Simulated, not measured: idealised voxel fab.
Herein follows the process module entitled voxel self aligned contacts.
In the cross-section labelled cut, the width is 175 nm and each square cell is 5 nm.
We lay out every cross-section as a grid of square cells and spell it out in bands from the top down, where one band means one or more rows of cells. Each band's line starts with the height of the band's top and of its bottom, in nm. Then come its materials from left to right, each with its width in nm. One material with "full width" fills the band from edge to edge. "empty" is empty space. Heights are measured from 0, the level below which the as-received wafer is all one material; the lowest band has no bottom and continues downward, written as in "z 0 and below". Note: "30..40" means the width goes from the first number (top row of the band) to the second number (bottom row) in equal steps per row of cells. "no change" means the step left every cell of the cross-section as it was. "Closed void table" - sealed voids, min. 8 cells, no opening to top; format: width x height at distance (distance from left edge; nm throughout). On each step's line, the part that comes after the settings is the simulator's own comment on the step. A step's line can hold "overlay nm"; with a mask on that step, the setting says how far right of the planned place the mask lay, while a negative setting says it lay to the left.
-- The following list gives the planned process steps
1) RECEIVE: material Si
2) CONFORMAL_DEP: material SiO2, thk nm 5
3) DIRECTIONAL_DEP: material polySi, thk nm 25
4) DIRECTIONAL_DEP: material SiN, thk nm 15
5) DIRECTIONAL_DEP: material aC, thk nm 10
6) PATTERN: tone cover, mask id GATE, material resist, width nm 25, pitch nm 60, thk nm 25, overlay nm 0
7) DIRECTIONAL_ETCH: etch materials aC, depth nm 10
8) STRIP: etch materials resist
9) DIRECTIONAL_ETCH: etch materials SiN, depth nm 15
10) DIRECTIONAL_ETCH: etch materials polySi, depth nm 25
11) STRIP: etch materials aC
12) CONFORMAL_DEP: material SiN, thk nm 5
13) DIRECTIONAL_ETCH: etch materials SiN, depth nm 5
14) FILL_DEP: material SiO2, thk nm 15
15) CMP: height nm 50
16) MASKED_ETCH: tone open, mask id CONTACT, width nm 45, etch materials SiO2, depth nm 50, overlay nm 0
17) CONFORMAL_DEP: material TiN, thk nm 5
18) FILL_DEP: material W, thk nm 5
19) CMP: height nm 50
20) CONFORMAL_DEP: material SiCN, thk nm 5
-- Here's what the wafer looked like in cross-section when it arrived - that's after step 1
- z 0 and below = Si full width
- Closed void table: none
-- Result of the module, cross-sectioned: start per above, plan per above, one error in how it was run
- z 55 to 50 = SiCN full width
- z 50 to 45 = SiO2 75 nm | TiN 5 nm | W 15 nm | TiN 25 nm | SiO2 55 nm
- z 45 to 30 = SiO2 40 nm | SiN 35 nm | TiN 5 nm | W 15 nm | TiN 5 nm | SiN 35 nm | SiO2 40 nm
- z 30 to 5 = SiO2 40 nm | SiN 5 nm | polySi 25 nm | SiN 5 nm | TiN 5 nm | W 15 nm | TiN 5 nm | SiN 5 nm | polySi 25 nm | SiN 5 nm | SiO2 40 nm
- z 5 to 0 = SiO2 75 nm | TiN 25 nm | SiO2 75 nm
- z 0 and below = Si full width
- Closed void table: none
what went wrong: step 16 went in with a setting other than planned; the actual run was MASKED_ETCH: tone open, mask id CONTACT, width nm 45, etch materials SiO2, depth nm 50, overlay nm 10
